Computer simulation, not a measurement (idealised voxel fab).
process module | voxel wiring stack
cross-section cut | 275 nm wide | cells 5 nm
A cross-section is a grid of square cells, given in bands from the top down. A band is one or more rows of cells.
Each band's line starts with the height of the band's top and of its bottom, in nm. Then come its materials from left to right, each with its width in nm. One material with "throughout" fills the band from edge to edge. "air" is empty space.
Height 0 is the level under which the wafer as received is all one material. The lowest band goes on downwards, as in "0 down".
A width such as "30 to 40" changes by the same amount from each row of cells to the next, from the band's top row to its bottom row.
"no change" after a step means that no cell of the cross-section changed.
closed voids: empty space of 8 cells or more with no open way to the top, each as width x height at its distance from the left edge, in nm
after a step's settings: what the simulator itself notes on the step
overlay nm, on a step with a mask: how far to the right of its planned place the mask lay; to the left if negative
plan
1 op RECEIVE | material Si
2 op CONFORMAL_DEP | material SiO2 | thk nm 10
3 op CONFORMAL_DEP | material SiN | thk nm 5
4 op DIRECTIONAL_DEP | material lowk | thk nm 15
5 op MASKED_ETCH | tone open | mask id METAL_1 | width nm 30 | pitch nm 60 | etch materials lowk | depth nm 15 | overlay nm 0
6 op MASKED_ETCH | tone open | mask id METAL_1 | width nm 30 | pitch nm 60 | etch materials SiN | depth nm 5 | overlay nm 0
7 op CONFORMAL_DEP | material TiN | thk nm 5
8 op FILL_DEP | material W | thk nm 10
9 op CMP | height nm 30
10 op CONFORMAL_DEP | material SiCN | thk nm 5
11 op DIRECTIONAL_DEP | material lowk | thk nm 10
12 op DIRECTIONAL_DEP | material aC | thk nm 15
13 op PATTERN | tone open | mask id PLUG_1 | material resist | width nm 15 | pitch nm 120 | thk nm 35 | overlay nm 0
14 op DIRECTIONAL_ETCH | etch materials aC | depth nm 15
15 op STRIP | etch materials resist
16 op DIRECTIONAL_ETCH | etch materials lowk | depth nm 10
17 op DIRECTIONAL_ETCH | etch materials SiCN | depth nm 5
18 op STRIP | etch materials aC
19 op CONFORMAL_DEP | material TiN | thk nm 5
20 op FILL_DEP | material Ru | thk nm 5
21 op CMP | height nm 45
22 op DIRECTIONAL_DEP | material TiN | thk nm 5
23 op DIRECTIONAL_DEP | material W | thk nm 15
24 op MASKED_ETCH | tone cover | mask id METAL_2 | width nm 30 | pitch nm 60 | etch materials W | depth nm 15 | overlay nm 0
25 op MASKED_ETCH | tone cover | mask id METAL_2 | width nm 30 | pitch nm 60 | etch materials TiN | depth nm 5 | overlay nm 0
26 op CONFORMAL_DEP | material SiCN | thk nm 5
27 op FILL_DEP | material SiO2 | thk nm 5
28 op CMP | height nm 65
29 op CONFORMAL_DEP | material SiCN | thk nm 5
30 op DIRECTIONAL_DEP | material SiO2 | thk nm 25
31 op DIRECTIONAL_DEP | material aC | thk nm 15
32 op PATTERN | tone open | mask id METAL_3_HOLES | material resist | width nm 15 | pitch nm 60 | thk nm 35 | overlay nm 0
33 op DIRECTIONAL_ETCH | etch materials aC | depth nm 15
34 op STRIP | etch materials resist
35 op DIRECTIONAL_ETCH | etch materials SiO2 | depth nm 25
36 op STRIP | etch materials aC
37 op DIRECTIONAL_DEP | material aC | thk nm 10
38 op PATTERN | tone open | mask id METAL_3 | material resist | width nm 30 | pitch nm 60 | thk nm 30 | overlay nm 0
39 op DIRECTIONAL_ETCH | etch materials aC | depth nm 10
40 op STRIP | etch materials resist
41 op DIRECTIONAL_ETCH | etch materials SiO2 | depth nm 15
42 op DIRECTIONAL_ETCH | etch materials SiCN | depth nm 5
43 op STRIP | etch materials aC
44 op CONFORMAL_DEP | material TiN | thk nm 5
45 op FILL_DEP | material Cu | thk nm 5
46 op CMP | height nm 95
47 op CONFORMAL_DEP | material SiCN | thk nm 5
first wafer, as planned
as received, after step 1
  0 down: Si throughout
  closed voids: none
after step 2
  10 to 0: SiO2 throughout
  below 0: unchanged
after step 3
  15 to 10: SiN throughout
  below 10: unchanged
after step 4
  30 to 15: lowk throughout
  below 15: unchanged
after step 5
  30 to 15: lowk 30 | air 30 | lowk 30 | air 30 | lowk 30 | air 30 | lowk 30 | air 30 | lowk 35
  below 15: unchanged
after step 6
  30 to 15: lowk 30 | air 30 | lowk 30 | air 30 | lowk 30 | air 30 | lowk 30 | air 30 | lowk 35
  15 to 10: SiN 30 | air 30 | SiN 30 | air 30 | SiN 30 | air 30 | SiN 30 | air 30 | SiN 35
  below 10: unchanged
after step 7
  35 to 30: TiN 35 | air 20 | TiN 40 | air 20 | TiN 40 | air 20 | TiN 40 | air 20 | TiN 40
  30 to 15: lowk 30 | TiN 5 | air 20 | TiN 5 | lowk 30 | TiN 5 | air 20 | TiN 5 | lowk 30 | TiN 5 | air 20 | TiN 5 | lowk 30 | TiN 5 | air 20 | TiN 5 | lowk 35
  15 to 10: SiN 30 | TiN 30 | SiN 30 | TiN 30 | SiN 30 | TiN 30 | SiN 30 | TiN 30 | SiN 35
  below 10: unchanged
after step 8
  45 to 35: W throughout
  35 to 30: TiN 35 | W 20 | TiN 40 | W 20 | TiN 40 | W 20 | TiN 40 | W 20 | TiN 40
  30 to 15: lowk 30 | TiN 5 | W 20 | TiN 5 | lowk 30 | TiN 5 | W 20 | TiN 5 | lowk 30 | TiN 5 | W 20 | TiN 5 | lowk 30 | TiN 5 | W 20 | TiN 5 | lowk 35
  below 15: unchanged
after step 9
  30 to 15: lowk 30 | TiN 5 | W 20 | TiN 5 | lowk 30 | TiN 5 | W 20 | TiN 5 | lowk 30 | TiN 5 | W 20 | TiN 5 | lowk 30 | TiN 5 | W 20 | TiN 5 | lowk 35
  below 15: unchanged
after step 10
  35 to 30: SiCN throughout
  below 30: unchanged
after step 11
  45 to 35: lowk throughout
  below 35: unchanged
after step 12
  60 to 45: aC throughout
  below 45: unchanged
after step 13
  95 to 60: resist 30 | air 15 | resist 105 | air 15 | resist 110
  below 60: unchanged
after step 14
  80 to 60: resist 30 | air 15 | resist 105 | air 15 | resist 110
  60 to 45: aC 30 | air 15 | aC 105 | air 15 | aC 110
  below 45: unchanged
after step 15
  60 to 45: aC 30 | air 15 | aC 105 | air 15 | aC 110
  below 45: unchanged
after step 16
  60 to 45: aC 30 | air 15 | aC 105 | air 15 | aC 110
  45 to 35: lowk 30 | air 15 | lowk 105 | air 15 | lowk 110
  below 35: unchanged
after step 17
  60 to 45: aC 30 | air 15 | aC 105 | air 15 | aC 110
  45 to 35: lowk 30 | air 15 | lowk 105 | air 15 | lowk 110
  35 to 30: SiCN 30 | air 15 | SiCN 105 | air 15 | SiCN 110
  below 30: unchanged
after step 18
  45 to 35: lowk 30 | air 15 | lowk 105 | air 15 | lowk 110
  below 35: unchanged
after step 19
  50 to 45: TiN 35 | air 5 | TiN 115 | air 5 | TiN 115
  45 to 35: lowk 30 | TiN 5 | air 5 | TiN 5 | lowk 105 | TiN 5 | air 5 | TiN 5 | lowk 110
  35 to 30: SiCN 30 | TiN 15 | SiCN 105 | TiN 15 | SiCN 110
  below 30: unchanged
after step 20
  55 to 50: Ru throughout
  50 to 45: TiN 35 | Ru 5 | TiN 115 | Ru 5 | TiN 115
  45 to 35: lowk 30 | TiN 5 | Ru 5 | TiN 5 | lowk 105 | TiN 5 | Ru 5 | TiN 5 | lowk 110
  below 35: unchanged
after step 21
  45 to 35: lowk 30 | TiN 5 | Ru 5 | TiN 5 | lowk 105 | TiN 5 | Ru 5 | TiN 5 | lowk 110
  below 35: unchanged
after step 22
  50 to 45: TiN throughout
  below 45: unchanged
after step 23
  65 to 50: W throughout
  below 50: unchanged
after step 24
  65 to 50: air 30 | W 30 | air 30 | W 30 | air 30 | W 30 | air 30 | W 30 | air 35
  below 50: unchanged
after step 25
  65 to 50: air 30 | W 30 | air 30 | W 30 | air 30 | W 30 | air 30 | W 30 | air 35
  50 to 45: air 30 | TiN 30 | air 30 | TiN 30 | air 30 | TiN 30 | air 30 | TiN 30 | air 35
  below 45: unchanged
after step 26
  70 to 65: air 25 | SiCN 40 | air 20 | SiCN 40 | air 20 | SiCN 40 | air 20 | SiCN 40 | air 30
  65 to 50: air 25 | SiCN 5 | W 30 | SiCN 5 | air 20 | SiCN 5 | W 30 | SiCN 5 | air 20 | SiCN 5 | W 30 | SiCN 5 | air 20 | SiCN 5 | W 30 | SiCN 5 | air 30
  50 to 45: SiCN 30 | TiN 30 | SiCN 30 | TiN 30 | SiCN 30 | TiN 30 | SiCN 30 | TiN 30 | SiCN 35
  below 45: unchanged
after step 27
  75 to 70: SiO2 throughout
  70 to 65: SiO2 25 | SiCN 40 | SiO2 20 | SiCN 40 | SiO2 20 | SiCN 40 | SiO2 20 | SiCN 40 | SiO2 30
  65 to 50: SiO2 25 | SiCN 5 | W 30 | SiCN 5 | SiO2 20 | SiCN 5 | W 30 | SiCN 5 | SiO2 20 | SiCN 5 | W 30 | SiCN 5 | SiO2 20 | SiCN 5 | W 30 | SiCN 5 | SiO2 30
  below 50: unchanged
after step 28
  65 to 50: SiO2 25 | SiCN 5 | W 30 | SiCN 5 | SiO2 20 | SiCN 5 | W 30 | SiCN 5 | SiO2 20 | SiCN 5 | W 30 | SiCN 5 | SiO2 20 | SiCN 5 | W 30 | SiCN 5 | SiO2 30
  below 50: unchanged
after step 29
  70 to 65: SiCN throughout
  below 65: unchanged
after step 30
  95 to 70: SiO2 throughout
  below 70: unchanged
after step 31
  110 to 95: aC throughout
  below 95: unchanged
after step 32
  145 to 110: resist 30 | air 15 | resist 45 | air 15 | resist 45 | air 15 | resist 45 | air 15 | resist 50
  below 110: unchanged
after step 33
  130 to 110: resist 30 | air 15 | resist 45 | air 15 | resist 45 | air 15 | resist 45 | air 15 | resist 50
  110 to 95: aC 30 | air 15 | aC 45 | air 15 | aC 45 | air 15 | aC 45 | air 15 | aC 50
  below 95: unchanged
after step 34
  110 to 95: aC 30 | air 15 | aC 45 | air 15 | aC 45 | air 15 | aC 45 | air 15 | aC 50
  below 95: unchanged
after step 35
  110 to 95: aC 30 | air 15 | aC 45 | air 15 | aC 45 | air 15 | aC 45 | air 15 | aC 50
  95 to 70: SiO2 30 | air 15 | SiO2 45 | air 15 | SiO2 45 | air 15 | SiO2 45 | air 15 | SiO2 50
  below 70: unchanged
after step 36
  95 to 70: SiO2 30 | air 15 | SiO2 45 | air 15 | SiO2 45 | air 15 | SiO2 45 | air 15 | SiO2 50
  below 70: unchanged
after step 37
  105 to 95: aC 30 | air 15 | aC 45 | air 15 | aC 45 | air 15 | aC 45 | air 15 | aC 50
  95 to 80: SiO2 30 | air 15 | SiO2 45 | air 15 | SiO2 45 | air 15 | SiO2 45 | air 15 | SiO2 50
  80 to 70: SiO2 30 | aC 15 | SiO2 45 | aC 15 | SiO2 45 | aC 15 | SiO2 45 | aC 15 | SiO2 50
  below 70: unchanged
after step 38
  135 to 105: resist 30 | air 30 | resist 30 | air 30 | resist 30 | air 30 | resist 30 | air 30 | resist 35
  below 105: unchanged
after step 39
  125 to 105: resist 30 | air 30 | resist 30 | air 30 | resist 30 | air 30 | resist 30 | air 30 | resist 35
  105 to 95: aC 30 | air 30 | aC 30 | air 30 | aC 30 | air 30 | aC 30 | air 30 | aC 35
  95 to 70: SiO2 30 | air 15 | SiO2 45 | air 15 | SiO2 45 | air 15 | SiO2 45 | air 15 | SiO2 50
  below 70: unchanged
after step 40
  105 to 95: aC 30 | air 30 | aC 30 | air 30 | aC 30 | air 30 | aC 30 | air 30 | aC 35
  below 95: unchanged
after step 41
  105 to 95: aC 30 | air 30 | aC 30 | air 30 | aC 30 | air 30 | aC 30 | air 30 | aC 35
  95 to 80: SiO2 30 | air 30 | SiO2 30 | air 30 | SiO2 30 | air 30 | SiO2 30 | air 30 | SiO2 35
  below 80: unchanged
after step 42
  105 to 95: aC 30 | air 30 | aC 30 | air 30 | aC 30 | air 30 | aC 30 | air 30 | aC 35
  95 to 80: SiO2 30 | air 30 | SiO2 30 | air 30 | SiO2 30 | air 30 | SiO2 30 | air 30 | SiO2 35
  80 to 70: SiO2 30 | air 15 | SiO2 45 | air 15 | SiO2 45 | air 15 | SiO2 45 | air 15 | SiO2 50
  70 to 65: SiCN 30 | air 15 | SiCN 45 | air 15 | SiCN 45 | air 15 | SiCN 45 | air 15 | SiCN 50
  below 65: unchanged
after step 43
  95 to 80: SiO2 30 | air 30 | SiO2 30 | air 30 | SiO2 30 | air 30 | SiO2 30 | air 30 | SiO2 35
  below 80: unchanged
after step 44
  100 to 95: TiN 35 | air 20 | TiN 40 | air 20 | TiN 40 | air 20 | TiN 40 | air 20 | TiN 40
  95 to 85: SiO2 30 | TiN 5 | air 20 | TiN 5 | SiO2 30 | TiN 5 | air 20 | TiN 5 | SiO2 30 | TiN 5 | air 20 | TiN 5 | SiO2 30 | TiN 5 | air 20 | TiN 5 | SiO2 35
  85 to 80: SiO2 30 | TiN 5 | air 5 | TiN 20 | SiO2 30 | TiN 5 | air 5 | TiN 20 | SiO2 30 | TiN 5 | air 5 | TiN 20 | SiO2 30 | TiN 5 | air 5 | TiN 20 | SiO2 35
  80 to 70: SiO2 30 | TiN 5 | air 5 | TiN 5 | SiO2 45 | TiN 5 | air 5 | TiN 5 | SiO2 45 | TiN 5 | air 5 | TiN 5 | SiO2 45 | TiN 5 | air 5 | TiN 5 | SiO2 50
  70 to 65: SiCN 30 | TiN 15 | SiCN 45 | TiN 15 | SiCN 45 | TiN 15 | SiCN 45 | TiN 15 | SiCN 50
  below 65: unchanged
after step 45
  105 to 100: Cu throughout
  100 to 95: TiN 35 | Cu 20 | TiN 40 | Cu 20 | TiN 40 | Cu 20 | TiN 40 | Cu 20 | TiN 40
  95 to 85: SiO2 30 | TiN 5 | Cu 20 | TiN 5 | SiO2 30 | TiN 5 | Cu 20 | TiN 5 | SiO2 30 | TiN 5 | Cu 20 | TiN 5 | SiO2 30 | TiN 5 | Cu 20 | TiN 5 | SiO2 35
  85 to 80: SiO2 30 | TiN 5 | Cu 5 | TiN 20 | SiO2 30 | TiN 5 | Cu 5 | TiN 20 | SiO2 30 | TiN 5 | Cu 5 | TiN 20 | SiO2 30 | TiN 5 | Cu 5 | TiN 20 | SiO2 35
  80 to 70: SiO2 30 | TiN 5 | Cu 5 | TiN 5 | SiO2 45 | TiN 5 | Cu 5 | TiN 5 | SiO2 45 | TiN 5 | Cu 5 | TiN 5 | SiO2 45 | TiN 5 | Cu 5 | TiN 5 | SiO2 50
  below 70: unchanged
after step 46
  95 to 85: SiO2 30 | TiN 5 | Cu 20 | TiN 5 | SiO2 30 | TiN 5 | Cu 20 | TiN 5 | SiO2 30 | TiN 5 | Cu 20 | TiN 5 | SiO2 30 | TiN 5 | Cu 20 | TiN 5 | SiO2 35
  below 85: unchanged
after step 47
  100 to 95: SiCN throughout
  below 95: unchanged
second wafer: like start, like plan, one mistake. Through step 1 it matches the first wafer
when step 2 should have ended: no change
when step 3 should have ended
  5 to 0: SiN throughout
  below 0: unchanged
when step 4 should have ended
  20 to 5: lowk throughout
  below 5: unchanged
when step 5 should have ended
  20 to 5: lowk 30 | air 30 | lowk 30 | air 30 | lowk 30 | air 30 | lowk 30 | air 30 | lowk 35
  below 5: unchanged
when step 6 should have ended
  20 to 5: lowk 30 | air 30 | lowk 30 | air 30 | lowk 30 | air 30 | lowk 30 | air 30 | lowk 35
  5 to 0: SiN 30 | air 30 | SiN 30 | air 30 | SiN 30 | air 30 | SiN 30 | air 30 | SiN 35
  below 0: unchanged
when step 7 should have ended
  25 to 20: TiN 35 | air 20 | TiN 40 | air 20 | TiN 40 | air 20 | TiN 40 | air 20 | TiN 40
  20 to 5: lowk 30 | TiN 5 | air 20 | TiN 5 | lowk 30 | TiN 5 | air 20 | TiN 5 | lowk 30 | TiN 5 | air 20 | TiN 5 | lowk 30 | TiN 5 | air 20 | TiN 5 | lowk 35
  5 to 0: SiN 30 | TiN 30 | SiN 30 | TiN 30 | SiN 30 | TiN 30 | SiN 30 | TiN 30 | SiN 35
  below 0: unchanged
when step 8 should have ended
  35 to 25: W throughout
  25 to 20: TiN 35 | W 20 | TiN 40 | W 20 | TiN 40 | W 20 | TiN 40 | W 20 | TiN 40
  20 to 5: lowk 30 | TiN 5 | W 20 | TiN 5 | lowk 30 | TiN 5 | W 20 | TiN 5 | lowk 30 | TiN 5 | W 20 | TiN 5 | lowk 30 | TiN 5 | W 20 | TiN 5 | lowk 35
  below 5: unchanged
when step 9 should have ended
  30 to 25: W throughout
  below 25: unchanged
when step 10 should have ended
  35 to 30: SiCN throughout
  below 30: unchanged
when step 11 should have ended
  45 to 35: lowk throughout
  below 35: unchanged
when step 12 should have ended
  60 to 45: aC throughout
  below 45: unchanged
when step 13 should have ended
  95 to 60: resist 30 | air 15 | resist 105 | air 15 | resist 110
  below 60: unchanged
when step 14 should have ended
  80 to 60: resist 30 | air 15 | resist 105 | air 15 | resist 110
  60 to 45: aC 30 | air 15 | aC 105 | air 15 | aC 110
  below 45: unchanged
when step 15 should have ended
  60 to 45: aC 30 | air 15 | aC 105 | air 15 | aC 110
  below 45: unchanged
when step 16 should have ended
  60 to 45: aC 30 | air 15 | aC 105 | air 15 | aC 110
  45 to 35: lowk 30 | air 15 | lowk 105 | air 15 | lowk 110
  below 35: unchanged
when step 17 should have ended
  60 to 45: aC 30 | air 15 | aC 105 | air 15 | aC 110
  45 to 35: lowk 30 | air 15 | lowk 105 | air 15 | lowk 110
  35 to 30: SiCN 30 | air 15 | SiCN 105 | air 15 | SiCN 110
  below 30: unchanged
when step 18 should have ended
  45 to 35: lowk 30 | air 15 | lowk 105 | air 15 | lowk 110
  below 35: unchanged
when step 19 should have ended
  50 to 45: TiN 35 | air 5 | TiN 115 | air 5 | TiN 115
  45 to 35: lowk 30 | TiN 5 | air 5 | TiN 5 | lowk 105 | TiN 5 | air 5 | TiN 5 | lowk 110
  35 to 30: SiCN 30 | TiN 15 | SiCN 105 | TiN 15 | SiCN 110
  below 30: unchanged
when step 20 should have ended
  55 to 50: Ru throughout
  50 to 45: TiN 35 | Ru 5 | TiN 115 | Ru 5 | TiN 115
  45 to 35: lowk 30 | TiN 5 | Ru 5 | TiN 5 | lowk 105 | TiN 5 | Ru 5 | TiN 5 | lowk 110
  below 35: unchanged
when step 21 should have ended
  45 to 35: lowk 30 | TiN 5 | Ru 5 | TiN 5 | lowk 105 | TiN 5 | Ru 5 | TiN 5 | lowk 110
  below 35: unchanged
when step 22 should have ended
  50 to 45: TiN throughout
  below 45: unchanged
when step 23 should have ended
  65 to 50: W throughout
  below 50: unchanged
when step 24 should have ended
  65 to 50: air 30 | W 30 | air 30 | W 30 | air 30 | W 30 | air 30 | W 30 | air 35
  below 50: unchanged
when step 25 should have ended
  65 to 50: air 30 | W 30 | air 30 | W 30 | air 30 | W 30 | air 30 | W 30 | air 35
  50 to 45: air 30 | TiN 30 | air 30 | TiN 30 | air 30 | TiN 30 | air 30 | TiN 30 | air 35
  below 45: unchanged
when step 26 should have ended
  70 to 65: air 25 | SiCN 40 | air 20 | SiCN 40 | air 20 | SiCN 40 | air 20 | SiCN 40 | air 30
  65 to 50: air 25 | SiCN 5 | W 30 | SiCN 5 | air 20 | SiCN 5 | W 30 | SiCN 5 | air 20 | SiCN 5 | W 30 | SiCN 5 | air 20 | SiCN 5 | W 30 | SiCN 5 | air 30
  50 to 45: SiCN 30 | TiN 30 | SiCN 30 | TiN 30 | SiCN 30 | TiN 30 | SiCN 30 | TiN 30 | SiCN 35
  below 45: unchanged
when step 27 should have ended
  75 to 70: SiO2 throughout
  70 to 65: SiO2 25 | SiCN 40 | SiO2 20 | SiCN 40 | SiO2 20 | SiCN 40 | SiO2 20 | SiCN 40 | SiO2 30
  65 to 50: SiO2 25 | SiCN 5 | W 30 | SiCN 5 | SiO2 20 | SiCN 5 | W 30 | SiCN 5 | SiO2 20 | SiCN 5 | W 30 | SiCN 5 | SiO2 20 | SiCN 5 | W 30 | SiCN 5 | SiO2 30
  below 50: unchanged
when step 28 should have ended
  65 to 50: SiO2 25 | SiCN 5 | W 30 | SiCN 5 | SiO2 20 | SiCN 5 | W 30 | SiCN 5 | SiO2 20 | SiCN 5 | W 30 | SiCN 5 | SiO2 20 | SiCN 5 | W 30 | SiCN 5 | SiO2 30
  below 50: unchanged
when step 29 should have ended
  70 to 65: SiCN throughout
  below 65: unchanged
when step 30 should have ended
  95 to 70: SiO2 throughout
  below 70: unchanged
when step 31 should have ended
  110 to 95: aC throughout
  below 95: unchanged
when step 32 should have ended
  145 to 110: resist 30 | air 15 | resist 45 | air 15 | resist 45 | air 15 | resist 45 | air 15 | resist 50
  below 110: unchanged
when step 33 should have ended
  130 to 110: resist 30 | air 15 | resist 45 | air 15 | resist 45 | air 15 | resist 45 | air 15 | resist 50
  110 to 95: aC 30 | air 15 | aC 45 | air 15 | aC 45 | air 15 | aC 45 | air 15 | aC 50
  below 95: unchanged
when step 34 should have ended
  110 to 95: aC 30 | air 15 | aC 45 | air 15 | aC 45 | air 15 | aC 45 | air 15 | aC 50
  below 95: unchanged
when step 35 should have ended
  110 to 95: aC 30 | air 15 | aC 45 | air 15 | aC 45 | air 15 | aC 45 | air 15 | aC 50
  95 to 70: SiO2 30 | air 15 | SiO2 45 | air 15 | SiO2 45 | air 15 | SiO2 45 | air 15 | SiO2 50
  below 70: unchanged
when step 36 should have ended
  95 to 70: SiO2 30 | air 15 | SiO2 45 | air 15 | SiO2 45 | air 15 | SiO2 45 | air 15 | SiO2 50
  below 70: unchanged
when step 37 should have ended
  105 to 95: aC 30 | air 15 | aC 45 | air 15 | aC 45 | air 15 | aC 45 | air 15 | aC 50
  95 to 80: SiO2 30 | air 15 | SiO2 45 | air 15 | SiO2 45 | air 15 | SiO2 45 | air 15 | SiO2 50
  80 to 70: SiO2 30 | aC 15 | SiO2 45 | aC 15 | SiO2 45 | aC 15 | SiO2 45 | aC 15 | SiO2 50
  below 70: unchanged
when step 38 should have ended
  135 to 105: resist 30 | air 30 | resist 30 | air 30 | resist 30 | air 30 | resist 30 | air 30 | resist 35
  below 105: unchanged
when step 39 should have ended
  125 to 105: resist 30 | air 30 | resist 30 | air 30 | resist 30 | air 30 | resist 30 | air 30 | resist 35
  105 to 95: aC 30 | air 30 | aC 30 | air 30 | aC 30 | air 30 | aC 30 | air 30 | aC 35
  95 to 70: SiO2 30 | air 15 | SiO2 45 | air 15 | SiO2 45 | air 15 | SiO2 45 | air 15 | SiO2 50
  below 70: unchanged
when step 40 should have ended
  105 to 95: aC 30 | air 30 | aC 30 | air 30 | aC 30 | air 30 | aC 30 | air 30 | aC 35
  below 95: unchanged
when step 41 should have ended
  105 to 95: aC 30 | air 30 | aC 30 | air 30 | aC 30 | air 30 | aC 30 | air 30 | aC 35
  95 to 80: SiO2 30 | air 30 | SiO2 30 | air 30 | SiO2 30 | air 30 | SiO2 30 | air 30 | SiO2 35
  below 80: unchanged
when step 42 should have ended
  105 to 95: aC 30 | air 30 | aC 30 | air 30 | aC 30 | air 30 | aC 30 | air 30 | aC 35
  95 to 80: SiO2 30 | air 30 | SiO2 30 | air 30 | SiO2 30 | air 30 | SiO2 30 | air 30 | SiO2 35
  80 to 70: SiO2 30 | air 15 | SiO2 45 | air 15 | SiO2 45 | air 15 | SiO2 45 | air 15 | SiO2 50
  70 to 65: SiCN 30 | air 15 | SiCN 45 | air 15 | SiCN 45 | air 15 | SiCN 45 | air 15 | SiCN 50
  below 65: unchanged
when step 43 should have ended
  95 to 80: SiO2 30 | air 30 | SiO2 30 | air 30 | SiO2 30 | air 30 | SiO2 30 | air 30 | SiO2 35
  below 80: unchanged
when step 44 should have ended
  100 to 95: TiN 35 | air 20 | TiN 40 | air 20 | TiN 40 | air 20 | TiN 40 | air 20 | TiN 40
  95 to 85: SiO2 30 | TiN 5 | air 20 | TiN 5 | SiO2 30 | TiN 5 | air 20 | TiN 5 | SiO2 30 | TiN 5 | air 20 | TiN 5 | SiO2 30 | TiN 5 | air 20 | TiN 5 | SiO2 35
  85 to 80: SiO2 30 | TiN 5 | air 5 | TiN 20 | SiO2 30 | TiN 5 | air 5 | TiN 20 | SiO2 30 | TiN 5 | air 5 | TiN 20 | SiO2 30 | TiN 5 | air 5 | TiN 20 | SiO2 35
  80 to 70: SiO2 30 | TiN 5 | air 5 | TiN 5 | SiO2 45 | TiN 5 | air 5 | TiN 5 | SiO2 45 | TiN 5 | air 5 | TiN 5 | SiO2 45 | TiN 5 | air 5 | TiN 5 | SiO2 50
  70 to 65: SiCN 30 | TiN 15 | SiCN 45 | TiN 15 | SiCN 45 | TiN 15 | SiCN 45 | TiN 15 | SiCN 50
  below 65: unchanged
when step 45 should have ended
  105 to 100: Cu throughout
  100 to 95: TiN 35 | Cu 20 | TiN 40 | Cu 20 | TiN 40 | Cu 20 | TiN 40 | Cu 20 | TiN 40
  95 to 85: SiO2 30 | TiN 5 | Cu 20 | TiN 5 | SiO2 30 | TiN 5 | Cu 20 | TiN 5 | SiO2 30 | TiN 5 | Cu 20 | TiN 5 | SiO2 30 | TiN 5 | Cu 20 | TiN 5 | SiO2 35
  85 to 80: SiO2 30 | TiN 5 | Cu 5 | TiN 20 | SiO2 30 | TiN 5 | Cu 5 | TiN 20 | SiO2 30 | TiN 5 | Cu 5 | TiN 20 | SiO2 30 | TiN 5 | Cu 5 | TiN 20 | SiO2 35
  80 to 70: SiO2 30 | TiN 5 | Cu 5 | TiN 5 | SiO2 45 | TiN 5 | Cu 5 | TiN 5 | SiO2 45 | TiN 5 | Cu 5 | TiN 5 | SiO2 45 | TiN 5 | Cu 5 | TiN 5 | SiO2 50
  below 70: unchanged
when step 46 should have ended
  95 to 85: SiO2 30 | TiN 5 | Cu 20 | TiN 5 | SiO2 30 | TiN 5 | Cu 20 | TiN 5 | SiO2 30 | TiN 5 | Cu 20 | TiN 5 | SiO2 30 | TiN 5 | Cu 20 | TiN 5 | SiO2 35
  below 85: unchanged
when step 47 should have ended
  100 to 95: SiCN throughout
  below 95: unchanged
what went wrong: step 2 was left out
at the end the second wafer has, in cells: 110 fewer of SiO2 | 39 more of TiN | 71 more of W
